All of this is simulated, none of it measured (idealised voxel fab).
Process module, titled voxel self aligned contacts
Each square cell in cross-section cut measures 5 nm, and the section as a whole is 270 nm wide.
Think of the cross-section as a grid of square cells. We describe it in bands, top to bottom, and each band covers one or more rows of those cells.
Band: top and bottom heights (nm) first, top before bottom; then materials from left to right, widths in nm. "throughout" marks a sole material filling the band edge to edge. "empty" denotes empty space.
For the purposes of this specification, 0 denotes the height below which the wafer in its as-received condition is composed wholly of one material, and the lowermost band, lacking a lower limit, extends downward without end, as expressed in "0 -> down".
A width given as "30..40" starts at the first number in the band's top row and ends at the second number in its bottom row, shifting by an equal amount at every step from row to row.
The cross-section has no changed cell in any step marked "remains unaltered".
What "Closed voids list" gives you is every empty space of 8 cells or more that is cut off from the top. Each appears as width x height at distance, with the distance taken from the left edge and width, height and distance all in nm.
What comes after the settings on a step's line is commentary from the simulator itself on that step.
Each step line may optionally specify "overlay nm", which for a step with a mask gives the rightward distance between the mask's planned place and where it lay, a negative value indicating the leftward direction.
The planned process steps are enumerated hereunder
1: RECEIVE with material Si
2: CONFORMAL_DEP with material SiO2, thk nm 5
3: DIRECTIONAL_DEP with material polySi, thk nm 25
4: DIRECTIONAL_DEP with material SiN, thk nm 25
5: MASKED_ETCH with tone cover, mask id GATE, width nm 30, pitch nm 70, etch materials SiN, depth nm 25, overlay nm 0
6: MASKED_ETCH with tone cover, mask id GATE, width nm 30, pitch nm 70, etch materials polySi, depth nm 25, overlay nm 0
7: CONFORMAL_DEP with material SiN, thk nm 10
8: DIRECTIONAL_ETCH with etch materials SiN, depth nm 10
9: FILL_DEP with material SiO2, thk nm 15
10: CMP with height nm 65
11: MASKED_ETCH with tone open, mask id CONTACT, width nm 50, pitch nm 70, etch materials SiO2, depth nm 65, overlay nm 0
12: CONFORMAL_DEP with material TiN, thk nm 5
13: FILL_DEP with material W, thk nm 5
14: CMP with height nm 65
15: CONFORMAL_DEP with material SiN, thk nm 5
As received (post step 1): cross-section
0 -> down: Si throughout
Closed voids list: none
Post-module cross-section: identical start and plan to those above, one misstep in execution
70 -> 65: SiN throughout
65 -> 60: 75 SiO2, 5 TiN, 40 W, 5 TiN, 20 SiO2, 5 TiN, 40 W, 5 TiN, 75 SiO2
60 -> 55: 75 SiO2, 50 TiN, 20 SiO2, 50 TiN, 75 SiO2
55 -> 30: 60 SiN, 10 SiO2, 60 SiN, 10 SiO2, 60 SiN, 10 SiO2, 60 SiN
30 -> 5: polySi throughout
5 -> 0: SiO2 throughout
0 -> down: Si throughout
Closed voids list: none
Misprocessing identified: planned and actual differ for step 5; actual: MASKED_ETCH with tone open, mask id GATE, width nm 30, pitch nm 70, etch materials SiN, depth nm 25, overlay nm 0
